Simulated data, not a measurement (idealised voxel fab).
process module | voxel capacitor over wiring
cross-section cut | 200 nm wide | cells 5 nm
A cross-section is a grid of square cells, given in bands from the top down. A band is one or more rows of cells.
Each band's line starts with the height of the band's top and of its bottom, in nm. Then come its materials from left to right, each with its width in nm. One material with "throughout" fills the band from edge to edge. "air" is empty space.
Height 0 is the level under which the wafer as received is all one material. The lowest band goes on downwards, as in "0 down".
A width such as "30 to 40" changes by the same amount from each row of cells to the next, from the band's top row to its bottom row.
"no change" after a step means that no cell of the cross-section changed.
closed voids: empty space of 8 cells or more with no open way to the top, each as width x height at its distance from the left edge, in nm
after a step's settings: what the simulator itself notes on the step
overlay nm, on a step with a mask: how far to the right of its planned place the mask lay; to the left if negative
plan
1 op RECEIVE | material Si
2 op CONFORMAL_DEP | material SiO2 | thk nm 15
3 op DIRECTIONAL_DEP | material TiN | thk nm 5
4 op DIRECTIONAL_DEP | material Ru | thk nm 20
5 op MASKED_ETCH | tone cover | mask id METAL_1 | width nm 20 | pitch nm 90 | etch materials Ru | depth nm 20 | overlay nm 0
6 op MASKED_ETCH | tone cover | mask id METAL_1 | width nm 20 | pitch nm 90 | etch materials TiN | depth nm 5 | overlay nm 0
7 op FILL_DEP | material SiO2 | thk nm 10
8 op CMP | height nm 40
9 op CONFORMAL_DEP | material SiCN | thk nm 5
10 op DIRECTIONAL_DEP | material lowk | thk nm 15
11 op MASKED_ETCH | tone open | mask id PLUG_1 | width nm 15 | etch materials lowk | depth nm 15 | overlay nm 0
12 op MASKED_ETCH | tone open | mask id PLUG_1 | width nm 15 | etch materials SiCN | depth nm 5 | overlay nm 0
13 op EPI | material Ru | thk nm 10
14 op EPI | material Ru | thk nm 10
15 op DIRECTIONAL_DEP | material TiN | thk nm 10
16 op DIRECTIONAL_DEP | material SiN | thk nm 5
17 op DIRECTIONAL_DEP | material TiN | thk nm 10
18 op DIRECTIONAL_DEP | material aC | thk nm 15
19 op PATTERN | tone cover | mask id UPPER_PLATE | material resist | width nm 75 | thk nm 30 | overlay nm 0
20 op DIRECTIONAL_ETCH | etch materials aC | depth nm 15
21 op STRIP | etch materials resist
22 op DIRECTIONAL_ETCH | etch materials TiN | depth nm 10
23 op DIRECTIONAL_ETCH | etch materials SiN | depth nm 5
24 op STRIP | etch materials aC
25 op MASKED_ETCH | tone cover | mask id LOWER_PLATE | width nm 85 | etch materials TiN | depth nm 10 | overlay nm 0
26 op FILL_DEP | material SiO2 | thk nm 20
27 op CMP | height nm 100
28 op PATTERN | tone open | mask id PLUG_2 | material resist | width nm 15 | thk nm 15 | overlay nm 0
29 op DIRECTIONAL_ETCH | etch materials SiO2 | depth nm 15
30 op STRIP | etch materials resist
31 op CONFORMAL_DEP | material TiN | thk nm 5
32 op FILL_DEP | material W | thk nm 10
33 op CMP | height nm 100
34 op CONFORMAL_DEP | material SiCN | thk nm 5
as received, after step 1
  0 down: Si throughout
  closed voids: none
first wafer at the end, as planned
  105 to 100: SiCN throughout
  100 to 90: SiO2 60 | TiN 5 | W 5 | TiN 5 | SiO2 125
  90 to 85: SiO2 60 | TiN 15 | SiO2 125
  85 to 75: SiO2 50 | TiN 75 | SiO2 75
  75 to 70: SiO2 50 | SiN 75 | SiO2 75
  70 to 60: SiO2 45 | TiN 85 | SiO2 70
  60 to 45: lowk 50 | Ru 15 | lowk 135
  45 to 40: SiCN 50 | Ru 15 | SiCN 135
  40 to 20: SiO2 45 | Ru 20 | SiO2 70 | Ru 20 | SiO2 45
  20 to 15: SiO2 45 | TiN 20 | SiO2 70 | TiN 20 | SiO2 45
  15 to 0: SiO2 throughout
  0 down: Si throughout
  closed voids: none
second wafer at the end: like start, like plan, one mistake
  120 to 115: SiCN throughout
  115 to 105: W throughout
  105 to 100: TiN 65 | W 5 | TiN 130
  100 to 90: SiO2 60 | TiN 5 | W 5 | TiN 5 | SiO2 125
  90 to 85: SiO2 60 | TiN 15 | SiO2 125
  85 to 75: SiO2 50 | TiN 75 | SiO2 75
  75 to 70: SiO2 50 | SiN 75 | SiO2 75
  70 to 60: SiO2 45 | TiN 85 | SiO2 70
  60 to 45: lowk 50 | Ru 15 | lowk 135
  45 to 40: SiCN 50 | Ru 15 | SiCN 135
  40 to 20: SiO2 45 | Ru 20 | SiO2 70 | Ru 20 | SiO2 45
  20 to 15: SiO2 45 | TiN 20 | SiO2 70 | TiN 20 | SiO2 45
  15 to 0: SiO2 throughout
  0 down: Si throughout
  closed voids: none
what went wrong: step 33 was left out
at the end the second wafer has, in cells: 39 more of TiN | 81 more of W
